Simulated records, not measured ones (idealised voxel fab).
Process module in this document: voxel capacitor over wiring
Cross-section cut: width 245 nm, square cells of 5 nm.
A cross-section in this document is a grid of square cells, and it is written down as bands, the top band listed before the ones below it; a band is made up of one or more rows of cells. Each band's line starts with the height of the band's top and of its bottom, in nm. Then come its materials from left to right, each with its width in nm. One material with "all across" fills the band from edge to edge. "air" is empty space. It should be noted that heights are counted from 0, beneath which the wafer as supplied is of one material throughout, and that the lowest band possesses no lower boundary but continues downward, as written in "0..down". The expression "30->40" gives the width at the extremes of the band, the first number at its top row of cells and the second at its bottom row, with the width changing by equal amounts from each row to the next in between. Given "no change" for a step, no cell of the cross-section differs between before and after that step. For the entry "Completely sealed voids", the listed items are empty spaces with no open way to the top whose size is 8 cells or more; each item follows the pattern width x height at distance, where distance is from the left edge and all three are in nm. Anything after a step's settings on that line? It's the simulator's own note about the step. A step line may carry the setting "overlay nm", which, for steps involving a mask, states the distance by which the mask lay to the right of its intended position; negative values denote displacement to the left.

Intended process steps:
1,RECEIVE (material Si)
2,CONFORMAL_DEP (material SiO2; thk nm 15)
3,CONFORMAL_DEP (material SiN; thk nm 5)
4,DIRECTIONAL_DEP (material lowk; thk nm 25)
5,PATTERN (tone open; mask id METAL_1; material resist; width nm 20; pitch nm 75; thk nm 20; overlay nm 0)
6,DIRECTIONAL_ETCH (etch materials lowk; depth nm 25)
7,DIRECTIONAL_ETCH (etch materials SiN; depth nm 5)
8,STRIP (etch materials resist)
9,CONFORMAL_DEP (material TiN; thk nm 5)
10,FILL_DEP (material Cu; thk nm 5)
11,CMP (height nm 45)
12,CONFORMAL_DEP (material SiCN; thk nm 5)
13,DIRECTIONAL_DEP (material lowk; thk nm 10)
14,PATTERN (tone open; mask id PLUG_1; material resist; width nm 15; thk nm 20; overlay nm 0)
15,DIRECTIONAL_ETCH (etch materials lowk; depth nm 10)
16,DIRECTIONAL_ETCH (etch materials SiCN; depth nm 5)
17,STRIP (etch materials resist)
18,CONFORMAL_DEP (material TiN; thk nm 5)
19,FILL_DEP (material Cu; thk nm 5)
20,CMP (height nm 60)
21,DIRECTIONAL_DEP (material TiN; thk nm 10)
22,DIRECTIONAL_DEP (material HfO2; thk nm 5)
23,DIRECTIONAL_DEP (material TiN; thk nm 10)
24,MASKED_ETCH (tone cover; mask id UPPER_PLATE; width nm 60; etch materials TiN; depth nm 10; overlay nm 0)
25,MASKED_ETCH (tone cover; mask id UPPER_PLATE; width nm 60; etch materials HfO2; depth nm 5; overlay nm 0)
26,MASKED_ETCH (tone cover; mask id LOWER_PLATE; width nm 70; etch materials TiN; depth nm 10; overlay nm 0)
27,FILL_DEP (material SiO2; thk nm 15)
28,CMP (height nm 95)
29,MASKED_ETCH (tone open; mask id PLUG_2; width nm 15; etch materials SiO2; depth nm 10; overlay nm 0)
30,CONFORMAL_DEP (material TiN; thk nm 5)
31,FILL_DEP (material Cu; thk nm 10)
32,CMP (height nm 95)
33,CONFORMAL_DEP (material SiCN; thk nm 5)

Cross-section of the wafer as it came to us, i.e., already through step 1:
  0..down  Si all across
  Completely sealed voids: none

This is how the wafer looks in cross-section once the module is done, given the starting state and plan above and one mistake in carrying the plan out:
  100..95  SiCN all across
  95..90  90 of SiO2  5 of TiN  5 of SiN  5 of TiN  140 of SiO2
  90..85  90 of SiO2  15 of TiN  140 of SiO2
  85..75  80 of SiO2  60 of TiN  105 of SiO2
  75..70  80 of SiO2  60 of HfO2  105 of SiO2
  70..60  75 of SiO2  70 of TiN  100 of SiO2
  60..50  80 of lowk  5 of TiN  5 of Cu  5 of TiN  150 of lowk
  50..45  80 of SiCN  15 of TiN  150 of SiCN
  45..20  75 of lowk  5 of TiN  10 of Cu  5 of TiN  55 of lowk  5 of TiN  10 of Cu  5 of TiN  75 of lowk
  20..15  75 of SiN  20 of TiN  55 of SiN  20 of TiN  75 of SiN
  15..0  SiO2 all across
  0..down  Si all across
  Completely sealed voids: none
Finding, execution versus plan: step 31 changed vs plan, executed as FILL_DEP (material SiN; thk nm 10)
